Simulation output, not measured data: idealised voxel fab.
Presented below is a process module, voxel spacer lines.
cross-section cut | 220 nm wide | cells 5 nm
Cross-section = grid of square cells, listed top down in bands; band = one or more rows. The band entry comprises the height of the band's top followed by the height of its bottom, expressed in nm, and subsequently the band's materials from left to right, each stated together with its width in nm. Where a single material is marked with the word "everywhere", that material fills the band from edge to edge. The word "air" represents empty space. Basically, 0 is our baseline, since under it the wafer straight out of the box is all one material. The bottom band has no lower end and keeps on going down, so it looks like "0 nm and below". Width: "30 to 40" (first number = top row, second number = bottom row, same change from row to row of cells). Given "no alterations made" for a step, no cell of the cross-section differs between before and after that step. The label "Cavities, closed" introduces a list of the empty spaces, 8 cells or larger, that have no open way up to the top; each entry in it reads width x height at distance, where the distance is taken from the left edge and all three are stated in nm. Anything after a step's settings on that line? It's the simulator's own note about the step. "overlay nm" denotes, for a step that has a mask, the displacement of the mask to the right of its planned place, with negative values corresponding to the left.
Process steps (planned)
1: RECEIVE,material Si
2: CONFORMAL_DEP,material Al2O3,thk nm 5
3: DIRECTIONAL_DEP,material polySi,thk nm 10
4: DIRECTIONAL_DEP,material aC,thk nm 25
5: PATTERN,tone cover,mask id MANDREL,material resist,width nm 25,pitch nm 80,thk nm 35,overlay nm 0
6: DIRECTIONAL_ETCH,etch materials aC,depth nm 25
7: STRIP,etch materials resist
8: CONFORMAL_DEP,material SiN,thk nm 15
9: DIRECTIONAL_ETCH,etch materials SiN,depth nm 15
10: STRIP,etch materials aC
11: DIRECTIONAL_ETCH,etch materials polySi,depth nm 10
12: STRIP,etch materials SiN
Wafer cross-section on receipt, i.e. after step 1
- 0 nm and below | Si everywhere
- Cavities, closed: none
Figure: cross-sectional view of the wafer upon completion of the module, processed from the initial state and according to the plan depicted above, with one error introduced during execution
- 10 nm to 0 nm | polySi=15, air=25, polySi=15, air=25, polySi=15, air=25, polySi=15, air=25, polySi=15, air=25, polySi=15, air=5
- 0 nm and below | Si everywhere
- Cavities, closed: none
Short version of what went wrong: with respect to the plan, step 2 was omitted and not executed
